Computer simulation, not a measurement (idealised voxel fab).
Process module name: voxel air gaps
This is section cut - it's 240 nm across, gridded in 5 nm square cells.
This document writes a cross-section as a grid whose cells are square, and gives it as bands, listed from the top down; one or more rows of cells form a band.
Heads up on the band format: heights come first, top then bottom, in nm. After that it's the materials left to right, each with its width in nm. A single material flagged "everywhere" fills the whole band edge to edge, and "air" means there's empty space there.
Note: height 0 marks the level under which the wafer is uniformly one material as received. Lowest band unbounded below, written "0 nm and below".
The notation "30->40" denotes a width that varies across the rows of cells in the band, beginning at the first number in the top row, finishing at the second number in the bottom row, and changing by an identical amount from each row to the next.
"no alterations made" (step): cross-section cells unchanged, all of them.
Closed-off voids of 8+ cells (no open route to the top) go in "Closed void register", written width x height at distance from the left edge, in nm.
If you see something after the settings on a step's line, that's the simulator's own remark about that step.
overlay nm: mask right of planned place by this much (step with mask). Neg. = left.
THIS SECTION LISTS THE PROCESS STEPS THAT WERE PLANNED
1) RECEIVE with material Si
2) CONFORMAL_DEP with material SiO2, thk nm 15
3) CONFORMAL_DEP with material SiN, thk nm 5
4) DIRECTIONAL_DEP with material SiO2, thk nm 30
5) MASKED_ETCH with tone open, mask id LINES, width nm 25, pitch nm 55, etch materials SiO2, depth nm 30, overlay nm 0
6) CONFORMAL_DEP with material TiN, thk nm 5
7) FILL_DEP with material W, thk nm 5
8) CMP with height nm 50
9) EPI with material Ru, thk nm 10
10) SELECTIVE_ETCH with etch materials SiO2, depth nm 40
11) CONFORMAL_DEP with material SiN, thk nm 5
Quick note for whoever runs this: the wafers start identical, but the thk nm at step 11 isn't the same across them. The plan just shows what the first wafer had.
FIRST OF SEVERAL WAFERS, RECEIVED AFTER STEP 1, IN CROSS-SECTION
> 0 nm and below: Si everywhere
> Closed void register: none
SHOWN IN CROSS-SECTION: THE FIRST OF SEVERAL WAFERS AT THE END OF THE MODULE, AFTER ITS LAST STEP, STEP 11
> 65 nm to 60 nm: air 35 / SiN 165 / air 40
> 60 nm to 50 nm: air 35 / SiN 5 / Ru 45 / SiN 10 / Ru 45 / SiN 10 / Ru 45 / SiN 5 / air 40
> 50 nm to 45 nm: air 35 / SiN 15 / TiN 5 / W 15 / TiN 5 / SiN 30 / TiN 5 / W 15 / TiN 5 / SiN 30 / TiN 5 / W 15 / TiN 5 / SiN 15 / air 40
> 45 nm to 25 nm: air 45 / SiN 5 / TiN 5 / W 15 / TiN 5 / SiN 5 / air 20 / SiN 5 / TiN 5 / W 15 / TiN 5 / SiN 5 / air 20 / SiN 5 / TiN 5 / W 15 / TiN 5 / SiN 5 / air 50
> 25 nm to 20 nm: SiN 50 / TiN 25 / SiN 30 / TiN 25 / SiN 30 / TiN 25 / SiN 55
> 20 nm to 15 nm: SiN everywhere
> 15 nm to 0 nm: SiO2 everywhere
> 0 nm and below: Si everywhere
> Closed void register: 20 x 20 at 80; 20 x 20 at 135
CROSS-SECTION OF THE LAST WAFER AT END OF MODULE
> 80 nm to 60 nm: air 20 / SiN 195 / air 25
> 60 nm to 50 nm: air 20 / SiN 20 / Ru 45 / SiN 10 / Ru 45 / SiN 10 / Ru 45 / SiN 20 / air 25
> 50 nm to 45 nm: air 20 / SiN 30 / TiN 5 / W 15 / TiN 5 / SiN 30 / TiN 5 / W 15 / TiN 5 / SiN 30 / TiN 5 / W 15 / TiN 5 / SiN 30 / air 25
> 45 nm to 40 nm: air 20 / SiN 30 / TiN 5 / W 15 / TiN 5 / SiN 5 / air 20 / SiN 5 / TiN 5 / W 15 / TiN 5 / SiN 5 / air 20 / SiN 5 / TiN 5 / W 15 / TiN 5 / SiN 30 / air 25
> 40 nm to 25 nm: SiN 50 / TiN 5 / W 15 / TiN 5 / SiN 5 / air 20 / SiN 5 / TiN 5 / W 15 / TiN 5 / SiN 5 / air 20 / SiN 5 / TiN 5 / W 15 / TiN 5 / SiN 55
> 25 nm to 20 nm: SiN 50 / TiN 25 / SiN 30 / TiN 25 / SiN 30 / TiN 25 / SiN 55
> 20 nm to 15 nm: SiN everywhere
> 15 nm to 0 nm: SiO2 everywhere
> 0 nm and below: Si everywhere
> Closed void register: 20 x 20 at 80; 20 x 20 at 135
BELOW, A ROW FOR EVERY WAFER. READ IT AS THE END-OF-MODULE PICTURE: FOR EACH MATERIAL THE WAFER SHOWS ITS CELLS GAINED (+) OR LOST (-) SINCE IT WAS RECEIVED, AND THEN ITS CLOSED VOIDS
thk nm 5 | +54 Ru | +168 SiN | +144 SiO2 | +45 TiN | +45 W | Closed void register: 20 x 20 at 80; 20 x 20 at 135
thk nm 10 | +54 Ru | +240 SiN | +144 SiO2 | +45 TiN | +45 W | Closed void register: 20 x 20 at 80; 20 x 20 at 135
thk nm 15 | +54 Ru | +312 SiN | +144 SiO2 | +45 TiN | +45 W | Closed void register: 20 x 20 at 80; 20 x 20 at 135
thk nm 20 | +54 Ru | +376 SiN | +144 SiO2 | +45 TiN | +45 W | Closed void register: 20 x 20 at 80; 20 x 20 at 135
